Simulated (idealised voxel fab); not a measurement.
This is a process module. Its name is voxel capacitor over wiring.
The figure presents cross-section cut, which has a width of 195 nm and is divided into square cells with an edge length of 5 nm.
Cross-section format: a grid of square cells, given as bands from top to bottom; each band is one or more rows of cells.
Heads up on the band format: heights come first, top then bottom, in nm. After that it's the materials left to right, each with its width in nm. A single material flagged "edge to edge" fills the whole band edge to edge, and "blank" means there's empty space there.
Ref level 0: as-received wafer is one material below here. Bottom band extends down with no lower bound ("0 nm and below").
Graded width ("30..40"): value in top row of band = first number; value in bottom row = second number; row-to-row change constant.
"no change occurred" for a step: no cell of the cross-section changed in that step.
The label "Unvented cavities" introduces a list of the empty spaces, 8 cells or larger, that have no open way up to the top; each entry in it reads width x height at distance, where the distance is taken from the left edge and all three are stated in nm.
The remark found on a step's line after its settings is issued by the simulator itself and pertains to that step.
When a step includes a mask, the "overlay nm" setting on its line states how far to the right of its planned place that mask lay, and negative values state how far to the left.

SO HERE'S THE LINEUP OF PROCESS STEPS WE PLANNED
- 1: RECEIVE, material Si
- 2: CONFORMAL_DEP, material SiO2, thk nm 15
- 3: CONFORMAL_DEP, material SiN, thk nm 5
- 4: DIRECTIONAL_DEP, material lowk, thk nm 15
- 5: DIRECTIONAL_DEP, material aC, thk nm 15
- 6: PATTERN, tone open, mask id METAL_1, material resist, width nm 30, pitch nm 80, thk nm 30, overlay nm 0
- 7: DIRECTIONAL_ETCH, etch materials aC, depth nm 15
- 8: STRIP, etch materials resist
- 9: DIRECTIONAL_ETCH, etch materials lowk, depth nm 15
- 10: DIRECTIONAL_ETCH, etch materials SiN, depth nm 5
- 11: STRIP, etch materials aC
- 12: CONFORMAL_DEP, material TiN, thk nm 5
- 13: FILL_DEP, material Ru, thk nm 10
- 14: CMP, height nm 35
- 15: CONFORMAL_DEP, material SiCN, thk nm 5
- 16: DIRECTIONAL_DEP, material SiO2, thk nm 15
- 17: MASKED_ETCH, tone open, mask id PLUG_1, width nm 15, etch materials SiO2, depth nm 15, overlay nm 0
- 18: MASKED_ETCH, tone open, mask id PLUG_1, width nm 15, etch materials SiCN, depth nm 5, overlay nm 0
- 19: EPI, material Ru, thk nm 10
- 20: EPI, material Ru, thk nm 10
- 21: DIRECTIONAL_DEP, material TiN, thk nm 5
- 22: DIRECTIONAL_DEP, material HfO2, thk nm 5
- 23: DIRECTIONAL_DEP, material TiN, thk nm 5
- 24: MASKED_ETCH, tone cover, mask id UPPER_PLATE, width nm 55, etch materials TiN, depth nm 5, overlay nm 0
- 25: MASKED_ETCH, tone cover, mask id UPPER_PLATE, width nm 55, etch materials HfO2, depth nm 5, overlay nm 0
- 26: MASKED_ETCH, tone cover, mask id LOWER_PLATE, width nm 65, etch materials TiN, depth nm 5, overlay nm 0
- 27: FILL_DEP, material SiO2, thk nm 20
- 28: CMP, height nm 85
- 29: PATTERN, tone open, mask id PLUG_2, material resist, width nm 15, thk nm 15, overlay nm 0
- 30: DIRECTIONAL_ETCH, etch materials SiO2, depth nm 15
- 31: STRIP, etch materials resist
- 32: CONFORMAL_DEP, material TiN, thk nm 5
- 33: FILL_DEP, material W, thk nm 5
- 34: CMP, height nm 85
- 35: CONFORMAL_DEP, material SiCN, thk nm 5

THE FIRST OF A SET OF TWO WAFERS, RUN TO PLAN

CROSS-SECTION, INCOMING MATERIAL, AFTER STEP 1
* 0 nm and below: Si edge to edge
* Unvented cavities: none

WAFER AFTER STEP 2 (CROSS-SECTION)
* 15 nm to 0 nm: SiO2 edge to edge
* No changes below 0.

WAFER AFTER STEP 3 (CROSS-SECTION)
* 20 nm to 15 nm: SiN edge to edge
* No changes below 15.

WAFER AFTER STEP 4 (CROSS-SECTION)
* 35 nm to 20 nm: lowk edge to edge
* No changes below 20.

WAFER AFTER STEP 5 (CROSS-SECTION)
* 50 nm to 35 nm: aC edge to edge
* No changes below 35.

WAFER AFTER STEP 6 (CROSS-SECTION)
* 80 nm to 50 nm: resist: 40; blank: 30; resist: 50; blank: 30; resist: 45
* No changes below 50.

WAFER AFTER STEP 7 (CROSS-SECTION)
* 65 nm to 50 nm: resist: 40; blank: 30; resist: 50; blank: 30; resist: 45
* 50 nm to 35 nm: aC: 40; blank: 30; aC: 50; blank: 30; aC: 45
* No changes below 35.

WAFER AFTER STEP 8 (CROSS-SECTION)
* 50 nm to 35 nm: aC: 40; blank: 30; aC: 50; blank: 30; aC: 45
* No changes below 35.

WAFER AFTER STEP 9 (CROSS-SECTION)
* 50 nm to 35 nm: aC: 40; blank: 30; aC: 50; blank: 30; aC: 45
* 35 nm to 20 nm: lowk: 40; blank: 30; lowk: 50; blank: 30; lowk: 45
* No changes below 20.

WAFER AFTER STEP 10 (CROSS-SECTION)
* 50 nm to 35 nm: aC: 40; blank: 30; aC: 50; blank: 30; aC: 45
* 35 nm to 20 nm: lowk: 40; blank: 30; lowk: 50; blank: 30; lowk: 45
* 20 nm to 15 nm: SiN: 40; blank: 30; SiN: 50; blank: 30; SiN: 45
* No changes below 15.

WAFER AFTER STEP 11 (CROSS-SECTION)
* 35 nm to 20 nm: lowk: 40; blank: 30; lowk: 50; blank: 30; lowk: 45
* No changes below 20.

WAFER AFTER STEP 12 (CROSS-SECTION)
* 40 nm to 35 nm: TiN: 45; blank: 20; TiN: 60; blank: 20; TiN: 50
* 35 nm to 20 nm: lowk: 40; TiN: 5; blank: 20; TiN: 5; lowk: 50; TiN: 5; blank: 20; TiN: 5; lowk: 45
* 20 nm to 15 nm: SiN: 40; TiN: 30; SiN: 50; TiN: 30; SiN: 45
* No changes below 15.

WAFER AFTER STEP 13 (CROSS-SECTION)
* 50 nm to 40 nm: Ru edge to edge
* 40 nm to 35 nm: TiN: 45; Ru: 20; TiN: 60; Ru: 20; TiN: 50
* 35 nm to 20 nm: lowk: 40; TiN: 5; Ru: 20; TiN: 5; lowk: 50; TiN: 5; Ru: 20; TiN: 5; lowk: 45
* No changes below 20.

WAFER AFTER STEP 14 (CROSS-SECTION)
* 35 nm to 20 nm: lowk: 40; TiN: 5; Ru: 20; TiN: 5; lowk: 50; TiN: 5; Ru: 20; TiN: 5; lowk: 45
* No changes below 20.

WAFER AFTER STEP 15 (CROSS-SECTION)
* 40 nm to 35 nm: SiCN edge to edge
* No changes below 35.

WAFER AFTER STEP 16 (CROSS-SECTION)
* 55 nm to 40 nm: SiO2 edge to edge
* No changes below 40.

WAFER AFTER STEP 17 (CROSS-SECTION)
* 55 nm to 40 nm: SiO2: 55; blank: 15; SiO2: 125
* No changes below 40.

WAFER AFTER STEP 18 (CROSS-SECTION)
* 55 nm to 40 nm: SiO2: 55; blank: 15; SiO2: 125
* 40 nm to 35 nm: SiCN: 55; blank: 15; SiCN: 125
* No changes below 35.

WAFER AFTER STEP 19 (CROSS-SECTION)
* 55 nm to 45 nm: SiO2: 55; blank: 15; SiO2: 125
* 45 nm to 40 nm: SiO2: 55; Ru: 15; SiO2: 125
* 40 nm to 35 nm: SiCN: 55; Ru: 15; SiCN: 125
* No changes below 35.

WAFER AFTER STEP 20 (CROSS-SECTION)
* 55 nm to 40 nm: SiO2: 55; Ru: 15; SiO2: 125
* No changes below 40.

WAFER AFTER STEP 21 (CROSS-SECTION)
* 60 nm to 55 nm: TiN edge to edge
* No changes below 55.

WAFER AFTER STEP 22 (CROSS-SECTION)
* 65 nm to 60 nm: HfO2 edge to edge
* No changes below 60.

WAFER AFTER STEP 23 (CROSS-SECTION)
* 70 nm to 65 nm: TiN edge to edge
* No changes below 65.

WAFER AFTER STEP 24 (CROSS-SECTION)
* 70 nm to 65 nm: blank: 55; TiN: 55; blank: 85
* No changes below 65.

WAFER AFTER STEP 25 (CROSS-SECTION)
* 70 nm to 65 nm: blank: 55; TiN: 55; blank: 85
* 65 nm to 60 nm: blank: 55; HfO2: 55; blank: 85
* No changes below 60.

WAFER AFTER STEP 26 (CROSS-SECTION)
* 70 nm to 65 nm: blank: 55; TiN: 55; blank: 85
* 65 nm to 60 nm: blank: 55; HfO2: 55; blank: 85
* 60 nm to 55 nm: blank: 50; TiN: 65; blank: 80
* No changes below 55.

WAFER AFTER STEP 27 (CROSS-SECTION)
* 90 nm to 70 nm: SiO2 edge to edge
* 70 nm to 65 nm: SiO2: 55; TiN: 55; SiO2: 85
* 65 nm to 60 nm: SiO2: 55; HfO2: 55; SiO2: 85
* 60 nm to 55 nm: SiO2: 50; TiN: 65; SiO2: 80
* No changes below 55.

WAFER AFTER STEP 28 (CROSS-SECTION)
* 85 nm to 70 nm: SiO2 edge to edge
* No changes below 70.

WAFER AFTER STEP 29 (CROSS-SECTION)
* 100 nm to 85 nm: resist: 65; blank: 15; resist: 115
* No changes below 85.

WAFER AFTER STEP 30 (CROSS-SECTION)
* 100 nm to 85 nm: resist: 65; blank: 15; resist: 115
* 85 nm to 70 nm: SiO2: 65; blank: 15; SiO2: 115
* No changes below 70.

WAFER AFTER STEP 31 (CROSS-SECTION)
* 85 nm to 70 nm: SiO2: 65; blank: 15; SiO2: 115
* No changes below 70.

WAFER AFTER STEP 32 (CROSS-SECTION)
* 90 nm to 85 nm: TiN: 70; blank: 5; TiN: 120
* 85 nm to 75 nm: SiO2: 65; TiN: 5; blank: 5; TiN: 5; SiO2: 115
* 75 nm to 65 nm: SiO2: 65..55; TiN: 15..55; SiO2: 115..85
* No changes below 65.

WAFER AFTER STEP 33 (CROSS-SECTION)
* 95 nm to 90 nm: W edge to edge
* 90 nm to 85 nm: TiN: 70; W: 5; TiN: 120
* 85 nm to 75 nm: SiO2: 65; TiN: 5; W: 5; TiN: 5; SiO2: 115
* No changes below 75.

WAFER AFTER STEP 34 (CROSS-SECTION)
* 85 nm to 75 nm: SiO2: 65; TiN: 5; W: 5; TiN: 5; SiO2: 115
* No changes below 75.

WAFER AFTER STEP 35 (CROSS-SECTION)
* 90 nm to 85 nm: SiCN edge to edge
* No changes below 85.

SECOND WAFER, SAME STARTING STATE AND PLAN AS THE FIRST, ONE MISTAKE IN THE RUN, IDENTICAL THROUGH STEP 16

SECOND WAFER PROFILE IN SECTION, AT THE MOMENT STEP 17 OF THE PLAN WAS MEANT TO BE COMPLETE
* 55 nm to 40 nm: SiO2: 50; blank: 25; SiO2: 120
* No changes below 40.

SECOND WAFER PROFILE IN SECTION, AT THE MOMENT STEP 18 OF THE PLAN WAS MEANT TO BE COMPLETE
* 55 nm to 40 nm: SiO2: 50; blank: 25; SiO2: 120
* 40 nm to 35 nm: SiCN: 55; blank: 15; SiCN: 125
* No changes below 35.

SECOND WAFER PROFILE IN SECTION, AT THE MOMENT STEP 19 OF THE PLAN WAS MEANT TO BE COMPLETE
* 55 nm to 45 nm: SiO2: 50; blank: 25; SiO2: 120
* 45 nm to 40 nm: SiO2: 50; Ru: 25; SiO2: 120
* 40 nm to 35 nm: SiCN: 55; Ru: 15; SiCN: 125
* No changes below 35.

SECOND WAFER PROFILE IN SECTION, AT THE MOMENT STEP 20 OF THE PLAN WAS MEANT TO BE COMPLETE
* 55 nm to 40 nm: SiO2: 50; Ru: 25; SiO2: 120
* No changes below 40.

SECOND WAFER PROFILE IN SECTION, AT THE MOMENT STEP 21 OF THE PLAN WAS MEANT TO BE COMPLETE
* 60 nm to 55 nm: TiN edge to edge
* No changes below 55.

SECOND WAFER PROFILE IN SECTION, AT THE MOMENT STEP 22 OF THE PLAN WAS MEANT TO BE COMPLETE
* 65 nm to 60 nm: HfO2 edge to edge
* No changes below 60.

SECOND WAFER PROFILE IN SECTION, AT THE MOMENT STEP 23 OF THE PLAN WAS MEANT TO BE COMPLETE
* 70 nm to 65 nm: TiN edge to edge
* No changes below 65.

SECOND WAFER PROFILE IN SECTION, AT THE MOMENT STEP 24 OF THE PLAN WAS MEANT TO BE COMPLETE
* 70 nm to 65 nm: blank: 55; TiN: 55; blank: 85
* No changes below 65.

SECOND WAFER PROFILE IN SECTION, AT THE MOMENT STEP 25 OF THE PLAN WAS MEANT TO BE COMPLETE
* 70 nm to 65 nm: blank: 55; TiN: 55; blank: 85
* 65 nm to 60 nm: blank: 55; HfO2: 55; blank: 85
* No changes below 60.

SECOND WAFER PROFILE IN SECTION, AT THE MOMENT STEP 26 OF THE PLAN WAS MEANT TO BE COMPLETE
* 70 nm to 65 nm: blank: 55; TiN: 55; blank: 85
* 65 nm to 60 nm: blank: 55; HfO2: 55; blank: 85
* 60 nm to 55 nm: blank: 50; TiN: 65; blank: 80
* No changes below 55.

SECOND WAFER PROFILE IN SECTION, AT THE MOMENT STEP 27 OF THE PLAN WAS MEANT TO BE COMPLETE
* 90 nm to 70 nm: SiO2 edge to edge
* 70 nm to 65 nm: SiO2: 55; TiN: 55; SiO2: 85
* 65 nm to 60 nm: SiO2: 55; HfO2: 55; SiO2: 85
* 60 nm to 55 nm: SiO2: 50; TiN: 65; SiO2: 80
* No changes below 55.

SECOND WAFER PROFILE IN SECTION, AT THE MOMENT STEP 28 OF THE PLAN WAS MEANT TO BE COMPLETE
* 85 nm to 70 nm: SiO2 edge to edge
* No changes below 70.

SECOND WAFER PROFILE IN SECTION, AT THE MOMENT STEP 29 OF THE PLAN WAS MEANT TO BE COMPLETE
* 100 nm to 85 nm: resist: 65; blank: 15; resist: 115
* No changes below 85.

SECOND WAFER PROFILE IN SECTION, AT THE MOMENT STEP 30 OF THE PLAN WAS MEANT TO BE COMPLETE
* 100 nm to 85 nm: resist: 65; blank: 15; resist: 115
* 85 nm to 70 nm: SiO2: 65; blank: 15; SiO2: 115
* No changes below 70.

SECOND WAFER PROFILE IN SECTION, AT THE MOMENT STEP 31 OF THE PLAN WAS MEANT TO BE COMPLETE
* 85 nm to 70 nm: SiO2: 65; blank: 15; SiO2: 115
* No changes below 70.

SECOND WAFER PROFILE IN SECTION, AT THE MOMENT STEP 32 OF THE PLAN WAS MEANT TO BE COMPLETE
* 90 nm to 85 nm: TiN: 70; blank: 5; TiN: 120
* 85 nm to 75 nm: SiO2: 65; TiN: 5; blank: 5; TiN: 5; SiO2: 115
* 75 nm to 65 nm: SiO2: 65..55; TiN: 15..55; SiO2: 115..85
* No changes below 65.

SECOND WAFER PROFILE IN SECTION, AT THE MOMENT STEP 33 OF THE PLAN WAS MEANT TO BE COMPLETE
* 95 nm to 90 nm: W edge to edge
* 90 nm to 85 nm: TiN: 70; W: 5; TiN: 120
* 85 nm to 75 nm: SiO2: 65; TiN: 5; W: 5; TiN: 5; SiO2: 115
* No changes below 75.

SECOND WAFER PROFILE IN SECTION, AT THE MOMENT STEP 34 OF THE PLAN WAS MEANT TO BE COMPLETE
* 85 nm to 75 nm: SiO2: 65; TiN: 5; W: 5; TiN: 5; SiO2: 115
* No changes below 75.

SECOND WAFER PROFILE IN SECTION, AT THE MOMENT STEP 35 OF THE PLAN WAS MEANT TO BE COMPLETE
* 90 nm to 85 nm: SiCN edge to edge
* No changes below 85.
Short version of what went wrong: step 17 was run on a setting that differed from the plan, and what really ran there is MASKED_ETCH, tone open, mask id PLUG_1, width nm 25, etch materials SiO2, depth nm 15, overlay nm 0
Final wafer comparison in cells, second versus first, more or fewer per material: 6 more of Ru | 6 fewer of SiO2
